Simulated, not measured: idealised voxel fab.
process module | voxel air gaps
cross-section cut | 250 nm wide | cells 5 nm
A cross-section is a grid of square cells, given in bands from the top down. A band is one or more rows of cells.
Each band's line starts with the height of the band's top and of its bottom, in nm. Then come its materials from left to right, each with its width in nm. One material with "throughout" fills the band from edge to edge. "air" is empty space.
Height 0 is the level under which the wafer as received is all one material. The lowest band goes on downwards, as in "0 down".
A width such as "30 to 40" changes by the same amount from each row of cells to the next, from the band's top row to its bottom row.
"no change" after a step means that no cell of the cross-section changed.
closed voids: empty space of 8 cells or more with no open way to the top, each as width x height at its distance from the left edge, in nm
after a step's settings: what the simulator itself notes on the step
overlay nm, on a step with a mask: how far to the right of its planned place the mask lay; to the left if negative
plan
1 op RECEIVE | material Si
2 op CONFORMAL_DEP | material SiO2 | thk nm 15
3 op CONFORMAL_DEP | material SiN | thk nm 5
4 op DIRECTIONAL_DEP | material SiO2 | thk nm 40
5 op PATTERN | tone open | mask id LINES | material resist | width nm 15 | pitch nm 55 | thk nm 15 | overlay nm 0
6 op DIRECTIONAL_ETCH | etch materials SiO2 | depth nm 40
7 op STRIP | etch materials resist
8 op CONFORMAL_DEP | material TiN | thk nm 5
9 op FILL_DEP | material W | thk nm 5
10 op CMP | height nm 60
11 op EPI | material Ru | thk nm 10
12 op SELECTIVE_ETCH | etch materials SiO2 | depth nm 50
13 op CONFORMAL_DEP | material SiN | thk nm 5
varied across the wafers: width nm of step 5. The plan shows the first wafer's value. All wafers start alike
first wafer as received, after step 1
  0 down: Si throughout
  closed voids: none
each wafer at the end: cells of each material gained (+) or lost (-) since it was received, then its closed voids
width nm 15 | +42 Ru | +184 SiN | +150 SiO2 | +51 TiN | +21 W | closed voids: none
width nm 20 | +48 Ru | +184 SiN | +150 SiO2 | +54 TiN | +42 W | closed voids: none
width nm 25 | +54 Ru | +184 SiN | +150 SiO2 | +57 TiN | +63 W | closed voids: 20 x 30 at 85; 20 x 30 at 140
width nm 30 | +60 Ru | +176 SiN | +150 SiO2 | +60 TiN | +84 W | closed voids: 15 x 30 at 90; 15 x 30 at 145
width nm 35 | +66 Ru | +128 SiN | +214 SiO2 | +63 TiN | +105 W | closed voids: none
width nm 40 | +68 Ru | +128 SiN | +198 SiO2 | +66 TiN | +126 W | closed voids: none
